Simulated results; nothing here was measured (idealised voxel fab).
Name of the process module below: voxel fin reveal
cross-section cut | 240 nm wide | cells 5 nm
A cross-section is a grid of square cells, given in bands from the top down. A band is one or more rows of cells. What a band's entry tells you: where the top is and where the bottom is, as heights in nm, and after that what lies inside, material by material from left to right, each with its width in nm. Empty space is written as the word "air", and a single material marked with the word "full width" occupies the band from edge to edge. The reference from which all heights are counted is 0, the level beneath which the as-received wafer is entirely one material; the lowest band, having no lower bound, proceeds downward and is written after the example "0 nm and below". With a width like "30->40", each row of cells in the band differs from the next by the same amount, the top row carrying the first number and the bottom row the second. What does "nothing was modified" mean for a step? It means no cell of the cross-section changed in that step. You'll see "Closed void listing" listing empty spaces that have no way open to the top, as long as they're 8 cells or more; the notation is width x height at distance, where the distance is from the left edge, and all of it is in nm. Anything after a step's settings on that line? It's the simulator's own note about the step. overlay nm: right-of-plan distance of the mask on a masked step; negative values mean left-of-plan.
THESE ARE THE STEPS WE PLANNED FOR THE PROCESS
1: RECEIVE,material Si
2: CONFORMAL_DEP,material SiN,thk nm 5
3: MASKED_ETCH,tone cover,mask id FINS,width nm 15,pitch nm 45,etch materials SiN,depth nm 5,overlay nm 0
4: MASKED_ETCH,tone cover,mask id FINS,width nm 15,pitch nm 45,etch materials Si,depth nm 35,overlay nm 0
5: OXIDIZE,depth nm 5
6: FILL_DEP,material SiO2,thk nm 10
7: CMP,height nm 5
8: SELECTIVE_ETCH,etch materials SiO2,depth nm 15
9: STRIP,etch materials SiN
RECEIVED-STATE CROSS-SECTION, REFLECTING COMPLETION OF STEP 1
	0 nm and below = Si full width
	Closed void listing: none
HERE'S THE WAFER CUT IN CROSS-SECTION AFTER THE MODULE, STARTED AND PLANNED JUST LIKE ABOVE, EXCEPT ONE THING WAS DONE WRONG IN THE RUN
	0 nm to -10 nm = air=50->45 | Si=5->10 | air=40->35 | Si=5->10 | air=40->35 | Si=5->10 | air=40->35 | Si=5->10 | air=50
	-10 nm to -40 nm = SiO2=45 | Si=10 | SiO2=35 | Si=10 | SiO2=35 | Si=10 | SiO2=35 | Si=10 | SiO2=50
	-40 nm and below = Si full width
	Closed void listing: none
Want to know what went wrong? step 4 did not use the planned setting and instead ran as MASKED_ETCH,tone cover,mask id FINS,width nm 15,pitch nm 45,etch materials Si,depth nm 35,overlay nm -5
